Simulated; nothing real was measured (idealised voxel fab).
process module | voxel self aligned contacts
cross-section cut | 240 nm wide | cells 5 nm
A cross-section is a grid of square cells, given in bands from the top down. A band is one or more rows of cells.
Each band's line starts with the height of the band's top and of its bottom, in nm. Then come its materials from left to right, each with its width in nm. One material with "throughout" fills the band from edge to edge. "air" is empty space.
Height 0 is the level under which the wafer as received is all one material. The lowest band goes on downwards, as in "0 down".
A width such as "30 to 40" changes by the same amount from each row of cells to the next, from the band's top row to its bottom row.
"no change" after a step means that no cell of the cross-section changed.
closed voids: empty space of 8 cells or more with no open way to the top, each as width x height at its distance from the left edge, in nm
after a step's settings: what the simulator itself notes on the step
overlay nm, on a step with a mask: how far to the right of its planned place the mask lay; to the left if negative
plan
1 op RECEIVE | material Si
2 op OXIDIZE | depth nm 5
3 op DIRECTIONAL_DEP | material polySi | thk nm 20
4 op DIRECTIONAL_DEP | material SiN | thk nm 20
5 op DIRECTIONAL_DEP | material aC | thk nm 10
6 op PATTERN | tone cover | mask id GATE | material resist | width nm 35 | pitch nm 75 | thk nm 25 | overlay nm 0
7 op DIRECTIONAL_ETCH | etch materials aC | depth nm 10
8 op STRIP | etch materials resist
9 op DIRECTIONAL_ETCH | etch materials SiN | depth nm 20
10 op DIRECTIONAL_ETCH | etch materials polySi | depth nm 20
11 op STRIP | etch materials aC
12 op CONFORMAL_DEP | material SiN | thk nm 10
13 op DIRECTIONAL_ETCH | etch materials SiN | depth nm 10
14 op FILL_DEP | material SiO2 | thk nm 10
15 op CMP | height nm 45
16 op MASKED_ETCH | tone open | mask id CONTACT | width nm 60 | etch materials SiO2 | depth nm 50 | overlay nm 0
17 op CONFORMAL_DEP | material TiN | thk nm 5
18 op FILL_DEP | material Ru | thk nm 5
19 op CMP | height nm 45
20 op CONFORMAL_DEP | material SiCN | thk nm 5
as received, after step 1
  0 down: Si throughout
  closed voids: none
a wafer at the end: this start, this plan, one mistake
  50 to 45: SiCN throughout
  45 to 40: SiO2 90 | TiN 25 | Ru 10 | TiN 25 | SiO2 90
  40 to 25: SiO2 55 | SiN 55 | TiN 5 | Ru 10 | TiN 5 | SiN 55 | SiO2 55
  25 to 20: SiO2 55 | SiN 55 | TiN 20 | SiN 55 | SiO2 55
  20 to 0: TiN throughout
  0 to -5: SiO2 throughout
  -5 down: Si throughout
  closed voids: none
what went wrong: step 3 ran as: op DIRECTIONAL_DEP | material TiN | thk nm 20
